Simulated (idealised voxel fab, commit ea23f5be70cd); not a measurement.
This section sets out a process module, namely voxel fin reveal.
Cross-section cut spans 290 nm and uses square cells 5 nm in size.
Cross-sections here: square-cell grids, written as top-down lists of bands, a band being one or more rows of cells. Band: top and bottom heights (nm) first, top before bottom; then materials from left to right, widths in nm. "throughout" marks a sole material filling the band edge to edge. "blank" denotes empty space. Heights are reckoned from 0. Under this level, the received wafer is all of one material. The bottommost band is open-ended downward, for example "z 0 and below". When a width is written as two numbers, as in "30->40", the first number is the width in the top row of cells of the band and the second is the width in its bottom row, and the width changes by the same amount from each row to the next. Where the words "remained unchanged" appear for a step, the cross-section shows no cell changed by that step; every cell remained as before. "Sealed cavities" enumerates empty spaces isolated from the top, with no open way to it, that contain at least 8 cells, giving each as width x height at distance from the left edge, all three in nm. Step line, after settings: the simulator's comment on this step. The setting "overlay nm" may be written on the line of a step. When the step uses a mask, the value reports how far to the right of the planned place the mask lay, and a negative value reports that it lay to the left.
[This section lists the process steps that were planned]
| 1 | RECEIVE,material Si |
| 2 | CONFORMAL_DEP,material SiN,thk nm 5 |
| 3 | DIRECTIONAL_DEP,material aC,thk nm 10 |
| 4 | PATTERN,tone cover,mask id FINS,material resist,width nm 15,pitch nm 35,thk nm 30,overlay nm 0 |
| 5 | DIRECTIONAL_ETCH,etch materials aC,depth nm 10 |
| 6 | STRIP,etch materials resist |
| 7 | DIRECTIONAL_ETCH,etch materials SiN,depth nm 5 |
| 8 | DIRECTIONAL_ETCH,etch materials Si,depth nm 30 |
| 9 | STRIP,etch materials aC |
| 10 | OXIDIZE,depth nm 5 |
| 11 | FILL_DEP,material SiO2,thk nm 15 |
| 12 | CMP,height nm 5 |
| 13 | SELECTIVE_ETCH,etch materials SiO2,depth nm 20 |
| 14 | STRIP,etch materials SiN |
| 15 | CONFORMAL_DEP,material HfO2,thk nm 5 |
[The cross-section here shows the wafer as received, i.e. in its state after step 1]
* z 0 and below | Si throughout
* Sealed cavities: none
[Looking at the first of two wafers in cross-section at end of module - ran to plan]
* z 5 to 0 | 120 blank | 15 HfO2 | 20 blank | 15 HfO2 | 120 blank
* z 0 to -10 | 120 blank | 5 HfO2 | 5 Si | 5 HfO2 | 20 blank | 5 HfO2 | 5 Si | 5 HfO2 | 120 blank
* z -10 to -15 | 125 HfO2 | 5 Si | 30 HfO2 | 5 Si | 125 HfO2
* z -15 to -35 | 125 SiO2 | 5 Si | 30 SiO2 | 5 Si | 125 SiO2
* z -35 and below | Si throughout
* Sealed cavities: none
[Cross-section at end of module for the second wafer of two, which matched the first in starting point and plan and differed by one mistake in its processing]
* z 5 to 0 | 120 blank | 15 HfO2 | 20 blank | 15 HfO2 | 120 blank
* z 0 to -10 | 120 blank | 5 HfO2 | 5 Si | 5 HfO2 | 20 blank | 5 HfO2 | 5 Si | 5 HfO2 | 120 blank
* z -10 to -15 | 125 HfO2 | 5 Si | 30 HfO2 | 5 Si | 125 HfO2
* z -15 to -40 | 125 SiO2 | 5 Si | 30 SiO2 | 5 Si | 125 SiO2
* z -40 and below | Si throughout
* Sealed cavities: none
The plan and the run diverged here: planned and actual differ for step 8; actual: DIRECTIONAL_ETCH,etch materials Si,depth nm 35
At the finish, the second wafer shows more or fewer cells for some materials than the first does: -56 Si | +56 SiO2
